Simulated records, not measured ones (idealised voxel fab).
Process module, titled voxel gate over fins
210 nm wide, 5 nm square cells: that's cross-section cut.
In what follows, cross-sections appear as grids of square cells, described through bands that run from the top down, where every band is one or more rows of cells.
Band entry format. Leading values: height of top, height of bottom, nm. Remainder: materials in left-to-right order, each with its width in nm. Special words: "edge to edge" on a single material, which then fills the band edge to edge; "empty", empty space.
Ref level 0: as-received wafer is one material below here. Bottom band extends down with no lower bound ("from 0 down").
A width given as "30->40" starts at the first number in the band's top row and ends at the second number in its bottom row, shifting by an equal amount at every step from row to row.
Take "nothing was modified" at face value: in the step it is given for, the cross-section changed in none of its cells.
Voids not open to the top, 8 cells minimum: see "Enclosed empty spaces". Written width x height at distance; distance is from the left edge; nm.
That trailing text on a step's line, after the settings, is the simulator's own remark on the step.
For masked steps, "overlay nm" on the step line gives how far right of plan the mask actually lay; a minus sign means it lay to the left.
**plan**
1. RECEIVE with material Si
2. CONFORMAL_DEP with material SiN, thk nm 5
3. DIRECTIONAL_DEP with material aC, thk nm 10
4. PATTERN with tone cover, mask id FINS, material resist, width nm 15, pitch nm 45, thk nm 30, overlay nm 0
5. DIRECTIONAL_ETCH with etch materials aC, depth nm 10
6. STRIP with etch materials resist
7. DIRECTIONAL_ETCH with etch materials SiN, depth nm 5
8. DIRECTIONAL_ETCH with etch materials Si, depth nm 35
9. STRIP with etch materials aC
10. OXIDIZE with depth nm 5
11. FILL_DEP with material SiO2, thk nm 15
12. CMP with height nm 5
13. SELECTIVE_ETCH with etch materials SiO2, depth nm 20
14. STRIP with etch materials SiN
15. CONFORMAL_DEP with material HfO2, thk nm 5
16. CONFORMAL_DEP with material TiN, thk nm 5
17. FILL_DEP with material W, thk nm 10
18. CMP with height nm 15
19. CONFORMAL_DEP with material SiN, thk nm 10
**Cross-section: wafer on arrival = after step 1**
	from 0 down  Si edge to edge
	Enclosed empty spaces: none
**Here's the cross-section of the first of our two wafers at the end of the module - it ran as planned**
	from 25 to 15  SiN edge to edge
	from 15 to 10  W edge to edge
	from 10 to 5  W: 45, TiN: 25, W: 20, TiN: 25, W: 20, TiN: 25, W: 50
	from 5 to 0  W: 45, TiN: 5, HfO2: 15, TiN: 5, W: 20, TiN: 5, HfO2: 15, TiN: 5, W: 20, TiN: 5, HfO2: 15, TiN: 5, W: 50
	from 0 to -5  W: 45, TiN: 5, HfO2: 5, Si: 5, HfO2: 5, TiN: 5, W: 20, TiN: 5, HfO2: 5, Si: 5, HfO2: 5, TiN: 5, W: 20, TiN: 5, HfO2: 5, Si: 5, HfO2: 5, TiN: 5, W: 50
	from -5 to -10  TiN: 50, HfO2: 5, Si: 5, HfO2: 5, TiN: 30, HfO2: 5, Si: 5, HfO2: 5, TiN: 30, HfO2: 5, Si: 5, HfO2: 5, TiN: 55
	from -10 to -15  HfO2: 55, Si: 5, HfO2: 40, Si: 5, HfO2: 40, Si: 5, HfO2: 60
	from -15 to -40  SiO2: 55, Si: 5, SiO2: 40, Si: 5, SiO2: 40, Si: 5, SiO2: 60
	from -40 down  Si edge to edge
	Enclosed empty spaces: none
**Here's the second of our two wafers sectioned at module end. Same start as the first, same plan, but one mistake got made running it**
	from 25 to 15  SiN edge to edge
	from 15 to 10  W edge to edge
	from 10 to 5  W: 40, TiN: 35, W: 10, TiN: 35, W: 10, TiN: 35, W: 45
	from 5 to 0  W: 40, TiN: 5, HfO2: 25, TiN: 5, W: 10, TiN: 5, HfO2: 25, TiN: 5, W: 10, TiN: 5, HfO2: 25, TiN: 5, W: 45
	from 0 to -5  W: 40, TiN: 5, HfO2: 5, Si: 15, HfO2: 5, TiN: 5, W: 10, TiN: 5, HfO2: 5, Si: 15, HfO2: 5, TiN: 5, W: 10, TiN: 5, HfO2: 5, Si: 15, HfO2: 5, TiN: 5, W: 45
	from -5 to -10  TiN: 45, HfO2: 5, Si: 15, HfO2: 5, TiN: 20, HfO2: 5, Si: 15, HfO2: 5, TiN: 20, HfO2: 5, Si: 15, HfO2: 5, TiN: 50
	from -10 to -15  HfO2: 50, Si: 15, HfO2: 30, Si: 15, HfO2: 30, Si: 15, HfO2: 55
	from -15 to -40  SiO2: 50, Si: 15, SiO2: 30, Si: 15, SiO2: 30, Si: 15, SiO2: 55
	from -40 down  Si edge to edge
	Enclosed empty spaces: none
The mistake made against the process plan was this: step 4 went in with a setting other than planned; the actual run was PATTERN with tone cover, mask id FINS, material resist, width nm 25, pitch nm 45, thk nm 30, overlay nm 0
It is noted that, at the conclusion of processing, the second wafer exhibits a higher or lower cell count for certain materials relative to the first: 48 more of Si; 30 fewer of SiO2; 18 fewer of W
